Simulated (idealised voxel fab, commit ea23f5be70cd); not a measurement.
process module | voxel wiring stack
In the cross-section labelled cut, the width is 160 nm and each square cell is 5 nm.
Cross-sections here: square-cell grids, written as top-down lists of bands, a band being one or more rows of cells.
Band: top and bottom heights (nm) first, top before bottom; then materials from left to right, widths in nm. "all across" marks a sole material filling the band edge to edge. "blank" denotes empty space.
Basically, 0 is our baseline, since under it the wafer straight out of the box is all one material. The bottom band has no lower end and keeps on going down, so it looks like "from 0 down".
You'd read "30 to 40" like this: the band's top row of cells is as wide as the first number, its bottom row is as wide as the second, and going down, every row changes width by the same amount as the row before did.
No cell of the cross-section changed in a step that is given as "left unchanged".
Entry "Entrapped voids". Content: empty spaces with no open connection to the top, size 8 cells or greater. Each: width x height at distance. Distance: from left edge. Unit: nm.
The remark found on a step's line after its settings is issued by the simulator itself and pertains to that step.
overlay nm: on a step with a mask, how far right of its planned place the mask lay; negative means left.

Steps planned for the process:
1: RECEIVE [material Si]
2: CONFORMAL_DEP [material SiO2] [thk nm 10]
3: DIRECTIONAL_DEP [material TiN] [thk nm 5]
4: DIRECTIONAL_DEP [material W] [thk nm 15]
5: PATTERN [tone cover] [mask id METAL_1] [material resist] [width nm 20] [pitch nm 35] [thk nm 15] [overlay nm 0]
6: DIRECTIONAL_ETCH [etch materials W] [depth nm 15]
7: DIRECTIONAL_ETCH [etch materials TiN] [depth nm 5]
8: STRIP [etch materials resist]
9: CONFORMAL_DEP [material SiCN] [thk nm 5]
10: FILL_DEP [material lowk] [thk nm 5]
11: CMP [height nm 30]
12: CONFORMAL_DEP [material SiCN] [thk nm 5]
13: DIRECTIONAL_DEP [material lowk] [thk nm 35]
14: DIRECTIONAL_DEP [material aC] [thk nm 10]
15: PATTERN [tone open] [mask id METAL_2] [material resist] [width nm 20] [pitch nm 35] [thk nm 30] [overlay nm 0]
16: DIRECTIONAL_ETCH [etch materials aC] [depth nm 10]
17: STRIP [etch materials resist]
18: DIRECTIONAL_ETCH [etch materials lowk] [depth nm 20]
19: STRIP [etch materials aC]
20: DIRECTIONAL_DEP [material aC] [thk nm 10]
21: PATTERN [tone open] [mask id METAL_2_HOLES] [material resist] [width nm 15] [thk nm 30] [overlay nm 0]
22: DIRECTIONAL_ETCH [etch materials aC] [depth nm 10]
23: STRIP [etch materials resist]
24: DIRECTIONAL_ETCH [etch materials lowk] [depth nm 15]
25: DIRECTIONAL_ETCH [etch materials SiCN] [depth nm 5]
26: STRIP [etch materials aC]
27: CONFORMAL_DEP [material TiN] [thk nm 5]
28: FILL_DEP [material Cu] [thk nm 10]
29: CMP [height nm 70]
30: CONFORMAL_DEP [material SiCN] [thk nm 5]
31: DIRECTIONAL_DEP [material SiO2] [thk nm 25]
32: DIRECTIONAL_DEP [material aC] [thk nm 10]
33: PATTERN [tone open] [mask id METAL_3_HOLES] [material resist] [width nm 15] [pitch nm 35] [thk nm 30] [overlay nm 0]
34: DIRECTIONAL_ETCH [etch materials aC] [depth nm 10]
35: STRIP [etch materials resist]
36: DIRECTIONAL_ETCH [etch materials SiO2] [depth nm 25]
37: STRIP [etch materials aC]
38: PATTERN [tone open] [mask id METAL_3] [material resist] [width nm 20] [pitch nm 35] [thk nm 15] [overlay nm 0]
39: DIRECTIONAL_ETCH [etch materials SiO2] [depth nm 15]
40: DIRECTIONAL_ETCH [etch materials SiCN] [depth nm 5]
41: STRIP [etch materials resist]
42: CONFORMAL_DEP [material TiN] [thk nm 5]
43: FILL_DEP [material Ru] [thk nm 5]
44: CMP [height nm 100]
45: CONFORMAL_DEP [material SiCN] [thk nm 5]
The width nm used in step 21 is not the same on every wafer, whereas the starting condition is; the value printed in the plan is the first wafer's.

This is how the first of several wafers looked in cross-section when it arrived, which is after step 1:
	from 0 down  Si all across
	Entrapped voids: none

First of several wafers, sectioned at end of module (last step: step 45):
	from 105 to 100  SiCN all across
	from 100 to 90  SiO2=50 / TiN=5 / Ru=10 / TiN=5 / SiO2=15 / TiN=5 / Ru=10 / TiN=5 / SiO2=55
	from 90 to 85  SiO2=50 / TiN=5 / Ru=5 / TiN=10 / SiO2=15 / TiN=5 / Ru=5 / TiN=10 / SiO2=55
	from 85 to 75  SiO2=50 / TiN=5 / Ru=5 / TiN=5 / SiO2=20 / TiN=5 / Ru=5 / TiN=5 / SiO2=60
	from 75 to 70  SiCN=50 / TiN=15 / SiCN=20 / TiN=15 / SiCN=60
	from 70 to 55  lowk=50 / TiN=5 / Cu=10 / TiN=5 / lowk=15 / TiN=5 / Cu=10 / TiN=5 / lowk=55
	from 55 to 50  lowk=50 / TiN=5 / Cu=5 / TiN=10 / lowk=15 / TiN=20 / lowk=55
	from 50 to 35  lowk=50 / TiN=5 / Cu=5 / TiN=5 / lowk=95
	from 35 to 30  SiCN=50 / TiN=15 / SiCN=95
	from 30 to 15  lowk=45 / SiCN=5 / W=20 / SiCN=5 / lowk=5 / SiCN=5 / W=20 / SiCN=5 / lowk=50
	from 15 to 10  SiCN=50 / TiN=20 / SiCN=15 / TiN=20 / SiCN=55
	from 10 to 0  SiO2 all across
	from 0 down  Si all across
	Entrapped voids: none

The final wafer, sectioned at module end:
	from 105 to 100  SiCN all across
	from 100 to 90  SiO2=50 / TiN=5 / Ru=10 / TiN=5 / SiO2=15 / TiN=5 / Ru=10 / TiN=5 / SiO2=55
	from 90 to 85  SiO2=50 / TiN=5 / Ru=5 / TiN=10 / SiO2=15 / TiN=5 / Ru=5 / TiN=10 / SiO2=55
	from 85 to 75  SiO2=50 / TiN=5 / Ru=5 / TiN=5 / SiO2=20 / TiN=5 / Ru=5 / TiN=5 / SiO2=60
	from 75 to 70  SiCN=50 / TiN=15 / SiCN=20 / TiN=15 / SiCN=60
	from 70 to 60  lowk=45 / TiN=5 / Cu=20 / TiN=5 / lowk=10 / TiN=5 / Cu=10 / TiN=5 / lowk=55
	from 60 to 55  lowk=45 / TiN=10 / Cu=10 / TiN=10 / lowk=10 / TiN=5 / Cu=10 / TiN=5 / lowk=55
	from 55 to 50  lowk=50 / TiN=5 / Cu=10 / TiN=5 / lowk=15 / TiN=20 / lowk=55
	from 50 to 35  lowk=50 / TiN=5 / Cu=10 / TiN=5 / lowk=90
	from 35 to 30  SiCN=50 / TiN=20 / SiCN=90
	from 30 to 15  lowk=45 / SiCN=5 / W=20 / SiCN=5 / lowk=5 / SiCN=5 / W=20 / SiCN=5 / lowk=50
	from 15 to 10  SiCN=50 / TiN=20 / SiCN=15 / TiN=20 / SiCN=55
	from 10 to 0  SiO2 all across
	from 0 down  Si all across
	Entrapped voids: none

Where each wafer stands at the end of the module, a row apiece: cells of each material gained (+) or lost (-) since it was received, then closed voids:
width nm 15, +16 Cu, +14 Ru, +123 SiCN, +188 SiO2, +64 TiN, +24 W, +243 lowk, Entrapped voids: none
width nm 20, +20 Cu, +14 Ru, +122 SiCN, +188 SiO2, +64 TiN, +24 W, +240 lowk, Entrapped voids: none
width nm 25, +22 Cu, +14 Ru, +122 SiCN, +188 SiO2, +65 TiN, +24 W, +237 lowk, Entrapped voids: none
width nm 30, +24 Cu, +14 Ru, +122 SiCN, +188 SiO2, +66 TiN, +24 W, +234 lowk, Entrapped voids: none
